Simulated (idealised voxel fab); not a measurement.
process module | voxel fin reveal
cross-section cut | 175 nm wide | cells 5 nm
A cross-section is a grid of square cells, given in bands from the top down. A band is one or more rows of cells.
Each band's line starts with the height of the band's top and of its bottom, in nm. Then come its materials from left to right, each with its width in nm. One material with "throughout" fills the band from edge to edge. "air" is empty space.
Height 0 is the level under which the wafer as received is all one material. The lowest band goes on downwards, as in "0 down".
A width such as "30 to 40" changes by the same amount from each row of cells to the next, from the band's top row to its bottom row.
"no change" after a step means that no cell of the cross-section changed.
closed voids: empty space of 8 cells or more with no open way to the top, each as width x height at its distance from the left edge, in nm
after a step's settings: what the simulator itself notes on the step
overlay nm, on a step with a mask: how far to the right of its planned place the mask lay; to the left if negative
plan
1 op RECEIVE | material Si
2 op CONFORMAL_DEP | material SiN | thk nm 10
3 op DIRECTIONAL_DEP | material aC | thk nm 10
4 op PATTERN | tone cover | mask id FINS | material resist | width nm 15 | pitch nm 45 | thk nm 25 | overlay nm 0
5 op DIRECTIONAL_ETCH | etch materials aC | depth nm 10
6 op STRIP | etch materials resist
7 op DIRECTIONAL_ETCH | etch materials SiN | depth nm 10
8 op DIRECTIONAL_ETCH | etch materials Si | depth nm 35
9 op STRIP | etch materials aC
10 op FILL_DEP | material SiO2 | thk nm 15
11 op CMP | height nm 10
12 op SELECTIVE_ETCH | etch materials SiO2 | depth nm 35
13 op STRIP | etch materials SiN
as received, after step 1
  0 down: Si throughout
  closed voids: none
a wafer at the end: this start, this plan, one mistake
  0 to -25: air 35 | Si 15 | air 30 | Si 15 | air 30 | Si 15 | air 35
  -25 to -40: SiO2 35 | Si 15 | SiO2 30 | Si 15 | SiO2 30 | Si 15 | SiO2 35
  -40 down: Si throughout
  closed voids: none
what went wrong: step 8 ran as: op DIRECTIONAL_ETCH | etch materials Si | depth nm 40
